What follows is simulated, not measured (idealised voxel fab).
Process module, titled voxel transistor to metal
Square cells of 5 nm make up the cross-section cut, whose width is 250 nm.
In what follows, cross-sections appear as grids of square cells, described through bands that run from the top down, where every band is one or more rows of cells. Basically the band line says how high the top is and how high the bottom is, in nm, and then what's in it from left to right, every material with its width in nm. Empty space shows up as "blank", and if a single material carries "everywhere" it runs the full band edge to edge. Zero point of the height axis is 0; under it, received wafer = one material. Lowest band: continues down indefinitely, "z 0 and below". With a width like "30..40", each row of cells in the band differs from the next by the same amount, the top row carrying the first number and the bottom row the second. "remained the same" -> step changed no cross-section cell. Look at "Enclosed void catalog" for the closed voids: empty spaces with no open path to the top, sized 8 cells or up. Each is width x height at distance, distance from the left edge, all nm. Read whatever lies past the settings on a step's line as the simulator's own remark about the step. overlay nm: mask right of planned place by this much (step with mask). Neg. = left.

Below is the list of planned process steps
| 1 | RECEIVE: material Si |
| 2 | CONFORMAL_DEP: material SiO2, thk nm 5 |
| 3 | CONFORMAL_DEP: material SiN, thk nm 10 |
| 4 | PATTERN: tone cover, mask id ACTIVE, material resist, width nm 95, pitch nm 125, thk nm 15, overlay nm 0 |
| 5 | DIRECTIONAL_ETCH: etch materials SiN, depth nm 10 |
| 6 | DIRECTIONAL_ETCH: etch materials SiO2, depth nm 5 |
| 7 | DIRECTIONAL_ETCH: etch materials Si, depth nm 25 |
| 8 | STRIP: etch materials resist |
| 9 | FILL_DEP: material SiO2, thk nm 5 |
| 10 | CMP: height nm 15 |
| 11 | SELECTIVE_ETCH: etch materials SiO2, depth nm 5 |
| 12 | STRIP: etch materials SiN |
| 13 | SELECTIVE_ETCH: etch materials SiO2, depth nm 5 |
| 14 | OXIDIZE: depth nm 5 |
| 15 | DIRECTIONAL_DEP: material polySi, thk nm 25 |
| 16 | DIRECTIONAL_DEP: material SiCN, thk nm 15 |
| 17 | PATTERN: tone cover, mask id GATE, material resist, width nm 25, pitch nm 125, thk nm 20, overlay nm 0 |
| 18 | DIRECTIONAL_ETCH: etch materials SiCN, depth nm 25 |
| 19 | DIRECTIONAL_ETCH: etch materials polySi, depth nm 35 |
| 20 | STRIP: etch materials resist |
| 21 | CONFORMAL_DEP: material SiO2, thk nm 5 |
| 22 | DIRECTIONAL_ETCH: etch materials SiO2, depth nm 5 |
| 23 | CONFORMAL_DEP: material SiN, thk nm 10 |
| 24 | DIRECTIONAL_ETCH: etch materials SiN, depth nm 10 |
| 25 | DIRECTIONAL_ETCH: etch materials SiO2, depth nm 5 |
| 26 | DIRECTIONAL_ETCH: etch materials Si, depth nm 5 |
| 27 | EPI: material pSi, thk nm 10 |
| 28 | FILL_DEP: material SiO2, thk nm 10 |
| 29 | CMP: height nm 40 |
| 30 | DIRECTIONAL_DEP: material SiO2, thk nm 15 |
| 31 | DIRECTIONAL_DEP: material aC, thk nm 10 |
| 32 | PATTERN: tone open, mask id CONTACT, material resist, width nm 25, thk nm 25, overlay nm 0 |
| 33 | DIRECTIONAL_ETCH: etch materials aC, depth nm 10 |
| 34 | STRIP: etch materials resist |
| 35 | DIRECTIONAL_ETCH: etch materials SiO2, depth nm 50 |
| 36 | STRIP: etch materials aC |
| 37 | CONFORMAL_DEP: material TiN, thk nm 5 |
| 38 | FILL_DEP: material Ru, thk nm 5 |
| 39 | CMP: height nm 55 |
| 40 | DIRECTIONAL_DEP: material TiN, thk nm 5 |
| 41 | DIRECTIONAL_DEP: material Ru, thk nm 25 |
| 42 | MASKED_ETCH: tone cover, mask id METAL_1, width nm 15, etch materials Ru, depth nm 25, overlay nm 0 |
| 43 | MASKED_ETCH: tone cover, mask id METAL_1, width nm 15, etch materials TiN, depth nm 5, overlay nm 0 |
| 44 | CONFORMAL_DEP: material SiN, thk nm 5 |
| 45 | FILL_DEP: material lowk, thk nm 10 |
| 46 | CMP: height nm 85 |
| 47 | CONFORMAL_DEP: material SiCN, thk nm 5 |
| 48 | DIRECTIONAL_DEP: material lowk, thk nm 30 |
| 49 | MASKED_ETCH: tone open, mask id METAL_2, width nm 15, pitch nm 125, etch materials lowk, depth nm 20, overlay nm 0 |
| 50 | DIRECTIONAL_DEP: material aC, thk nm 15 |
| 51 | PATTERN: tone open, mask id METAL_2_HOLES, material resist, width nm 15, pitch nm 125, thk nm 30, overlay nm 0 |
| 52 | DIRECTIONAL_ETCH: etch materials aC, depth nm 15 |
| 53 | STRIP: etch materials resist |
| 54 | DIRECTIONAL_ETCH: etch materials lowk, depth nm 10 |
| 55 | DIRECTIONAL_ETCH: etch materials SiCN, depth nm 5 |
| 56 | STRIP: etch materials aC |
| 57 | CONFORMAL_DEP: material TiN, thk nm 5 |
| 58 | FILL_DEP: material Ru, thk nm 5 |
| 59 | CMP: height nm 120 |
| 60 | CONFORMAL_DEP: material SiN, thk nm 5 |

So this is the incoming wafer in cross-section - it's already been through step 1
    z 0 and below = Si everywhere
    Enclosed void catalog: none

Sectioned view, first of two wafers, at the close of the module, processed as intended in the plan
    z 125 to 120 = SiN everywhere
    z 120 to 90 = 20 lowk | 5 TiN | 5 Ru | 5 TiN | 110 lowk | 5 TiN | 5 Ru | 5 TiN | 90 lowk
    z 90 to 85 = 20 SiCN | 15 TiN | 110 SiCN | 15 TiN | 90 SiCN
    z 85 to 60 = 15 lowk | 5 SiN | 15 Ru | 5 SiN | 45 lowk | 5 SiN | 15 Ru | 5 SiN | 30 lowk | 5 SiN | 15 Ru | 5 SiN | 45 lowk | 5 SiN | 15 Ru | 5 SiN | 15 lowk
    z 60 to 55 = 20 SiN | 15 TiN | 55 SiN | 15 TiN | 40 SiN | 15 TiN | 55 SiN | 15 TiN | 20 SiN
    z 55 to 45 = 20 SiO2 | 5 TiN | 15 Ru | 5 TiN | 35 SiO2 | 5 TiN | 15 Ru | 5 TiN | 40 SiO2 | 5 TiN | 15 Ru | 5 TiN | 35 SiO2 | 5 TiN | 15 Ru | 5 TiN | 20 SiO2
    z 45 to 40 = 20 SiO2 | 5 TiN | 5 Ru | 15 TiN | 35 SiO2 | 15 TiN | 5 Ru | 5 TiN | 40 SiO2 | 5 TiN | 5 Ru | 15 TiN | 35 SiO2 | 15 TiN | 5 Ru | 5 TiN | 20 SiO2
    z 40 to 25 = 20 SiO2 | 5 TiN | 5 Ru | 5 TiN | 10 SiN | 5 SiO2 | 25 SiCN | 5 SiO2 | 10 SiN | 5 TiN | 5 Ru | 5 TiN | 40 SiO2 | 5 TiN | 5 Ru | 5 TiN | 10 SiN | 5 SiO2 | 25 SiCN | 5 SiO2 | 10 SiN | 5 TiN | 5 Ru | 5 TiN | 20 SiO2
    z 25 to 10 = 20 SiO2 | 5 TiN | 5 Ru | 5 TiN | 10 SiN | 5 SiO2 | 25 polySi | 5 SiO2 | 10 SiN | 5 TiN | 5 Ru | 5 TiN | 40 SiO2 | 5 TiN | 5 Ru | 5 TiN | 10 SiN | 5 SiO2 | 25 polySi | 5 SiO2 | 10 SiN | 5 TiN | 5 Ru | 5 TiN | 20 SiO2
    z 10 to 5 = 20 SiO2 | 15 TiN | 10 SiN | 5 SiO2 | 25 polySi | 5 SiO2 | 10 SiN | 15 TiN | 40 SiO2 | 15 TiN | 10 SiN | 5 SiO2 | 25 polySi | 5 SiO2 | 10 SiN | 15 TiN | 20 SiO2
    z 5 to 0 = 15 SiO2 | 10 SiN | 10 pSi | 10 SiN | 5 SiO2 | 25 polySi | 5 SiO2 | 10 SiN | 10 pSi | 10 SiN | 30 SiO2 | 10 SiN | 10 pSi | 10 SiN | 5 SiO2 | 25 polySi | 5 SiO2 | 10 SiN | 10 pSi | 10 SiN | 15 SiO2
    z 0 to -5 = 25 SiO2 | 10 pSi | 55 SiO2 | 10 pSi | 50 SiO2 | 10 pSi | 55 SiO2 | 10 pSi | 25 SiO2
    z -5 to -10 = 15 SiO2 | 10 Si | 10 pSi | 55 Si | 10 pSi | 10 Si | 30 SiO2 | 10 Si | 10 pSi | 55 Si | 10 pSi | 10 Si | 15 SiO2
    z -10 to -25 = 15 SiO2 | 95 Si | 30 SiO2 | 95 Si | 15 SiO2
    z -25 and below = Si everywhere
    Enclosed void catalog: none

This cross-section belongs to the second wafer of two at the end of the module; the start and the plan were shared with the first, and the run included one mistake
    z 125 to 120 = SiN everywhere
    z 120 to 90 = 20 lowk | 5 TiN | 5 Ru | 5 TiN | 110 lowk | 5 TiN | 5 Ru | 5 TiN | 90 lowk
    z 90 to 85 = 20 SiCN | 15 TiN | 110 SiCN | 15 TiN | 90 SiCN
    z 85 to 60 = 15 lowk | 5 SiN | 15 Ru | 5 SiN | 45 lowk | 5 SiN | 15 Ru | 5 SiN | 30 lowk | 5 SiN | 15 Ru | 5 SiN | 45 lowk | 5 SiN | 15 Ru | 5 SiN | 15 lowk
    z 60 to 55 = 20 SiN | 15 TiN | 55 SiN | 15 TiN | 40 SiN | 15 TiN | 55 SiN | 15 TiN | 20 SiN
    z 55 to 45 = 20 SiO2 | 5 TiN | 15 Ru | 5 TiN | 35 SiO2 | 5 TiN | 15 Ru | 5 TiN | 40 SiO2 | 5 TiN | 15 Ru | 5 TiN | 35 SiO2 | 5 TiN | 15 Ru | 5 TiN | 20 SiO2
    z 45 to 40 = 20 SiO2 | 5 TiN | 5 Ru | 15 TiN | 35 SiO2 | 15 TiN | 5 Ru | 5 TiN | 40 SiO2 | 5 TiN | 5 Ru | 15 TiN | 35 SiO2 | 15 TiN | 5 Ru | 5 TiN | 20 SiO2
    z 40 to 25 = 20 SiO2 | 5 TiN | 5 Ru | 5 TiN | 10 SiN | 5 SiO2 | 25 SiCN | 5 SiO2 | 10 SiN | 5 TiN | 5 Ru | 5 TiN | 40 SiO2 | 5 TiN | 5 Ru | 5 TiN | 10 SiN | 5 SiO2 | 25 SiCN | 5 SiO2 | 10 SiN | 5 TiN | 5 Ru | 5 TiN | 20 SiO2
    z 25 to 10 = 20 SiO2 | 5 TiN | 5 Ru | 5 TiN | 10 SiN | 5 SiO2 | 25 polySi | 5 SiO2 | 10 SiN | 5 TiN | 5 Ru | 5 TiN | 40 SiO2 | 5 TiN | 5 Ru | 5 TiN | 10 SiN | 5 SiO2 | 25 polySi | 5 SiO2 | 10 SiN | 5 TiN | 5 Ru | 5 TiN | 20 SiO2
    z 10 to 5 = 20 SiO2 | 15 TiN | 10 SiN | 5 SiO2 | 25 polySi | 5 SiO2 | 10 SiN | 15 TiN | 40 SiO2 | 15 TiN | 10 SiN | 5 SiO2 | 25 polySi | 5 SiO2 | 10 SiN | 15 TiN | 20 SiO2
    z 5 to 0 = 15 SiO2 | 10 SiN | 10 SiO2 | 10 SiN | 5 SiO2 | 25 polySi | 5 SiO2 | 10 SiN | 10 SiO2 | 10 SiN | 30 SiO2 | 10 SiN | 10 SiO2 | 10 SiN | 5 SiO2 | 25 polySi | 5 SiO2 | 10 SiN | 10 SiO2 | 10 SiN | 15 SiO2
    z 0 to -5 = 25 SiO2 | 10 pSi | 55 SiO2 | 10 pSi | 50 SiO2 | 10 pSi | 55 SiO2 | 10 pSi | 25 SiO2
    z -5 to -25 = 15 SiO2 | 95 Si | 30 SiO2 | 95 Si | 15 SiO2
    z -25 and below = Si everywhere
    Enclosed void catalog: none
Diagnosis: step 27 occupied the plan position of step 26, and the converse holds as well
Final difference in cells, second wafer against first, listed per material as more or fewer: Si +8, SiO2 +8, pSi -16
